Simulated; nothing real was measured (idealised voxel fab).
process module | voxel self aligned vias
cross-section cut | 245 nm wide | cells 5 nm
A cross-section is a grid of square cells, given in bands from the top down. A band is one or more rows of cells.
Each band's line starts with the height of the band's top and of its bottom, in nm. Then come its materials from left to right, each with its width in nm. One material with "throughout" fills the band from edge to edge. "air" is empty space.
Height 0 is the level under which the wafer as received is all one material. The lowest band goes on downwards, as in "0 down".
A width such as "30 to 40" changes by the same amount from each row of cells to the next, from the band's top row to its bottom row.
"no change" after a step means that no cell of the cross-section changed.
closed voids: empty space of 8 cells or more with no open way to the top, each as width x height at its distance from the left edge, in nm
after a step's settings: what the simulator itself notes on the step
overlay nm, on a step with a mask: how far to the right of its planned place the mask lay; to the left if negative
plan
1 op RECEIVE | material Si
2 op CONFORMAL_DEP | material SiO2 | thk nm 10
3 op CONFORMAL_DEP | material SiCN | thk nm 5
4 op DIRECTIONAL_DEP | material lowk | thk nm 25
5 op MASKED_ETCH | tone open | mask id LINES | width nm 25 | pitch nm 75 | etch materials lowk | depth nm 25 | overlay nm 0
6 op CONFORMAL_DEP | material TiN | thk nm 5
7 op FILL_DEP | material Ru | thk nm 10
8 op CMP | height nm 40
9 op SELECTIVE_ETCH | etch materials W Ru TiN | depth nm 5
10 op FILL_DEP | material SiN | thk nm 5
11 op CMP | height nm 40
12 op DIRECTIONAL_DEP | material lowk | thk nm 15
13 op DIRECTIONAL_DEP | material aC | thk nm 10
14 op PATTERN | tone open | mask id VIAS | material resist | width nm 45 | thk nm 25 | overlay nm 0
15 op DIRECTIONAL_ETCH | etch materials aC | depth nm 10
16 op STRIP | etch materials resist
17 op DIRECTIONAL_ETCH | etch materials lowk | depth nm 15
18 op DIRECTIONAL_ETCH | etch materials SiN | depth nm 5
19 op STRIP | etch materials aC
20 op CONFORMAL_DEP | material TiN | thk nm 5
21 op FILL_DEP | material Ru | thk nm 10
22 op CMP | height nm 55
23 op CONFORMAL_DEP | material SiCN | thk nm 5
as received, after step 1
  0 down: Si throughout
  closed voids: none
a wafer at the end: this start, this plan, one mistake
  60 to 55: SiCN throughout
  55 to 40: lowk 60 | TiN 5 | Ru 35 | TiN 5 | lowk 140
  40 to 35: SiN 60 | TiN 45 | SiN 140
  35 to 30: TiN 75 | Ru 15 | TiN 60 | Ru 15 | TiN 80
  30 to 20: lowk 70 | TiN 5 | Ru 15 | TiN 5 | lowk 50 | TiN 5 | Ru 15 | TiN 5 | lowk 75
  20 to 15: lowk 70 | TiN 25 | lowk 50 | TiN 25 | lowk 75
  15 to 10: SiCN throughout
  10 to 0: SiO2 throughout
  0 down: Si throughout
  closed voids: none
what went wrong: step 4 ran as: op DIRECTIONAL_DEP | material lowk | thk nm 15
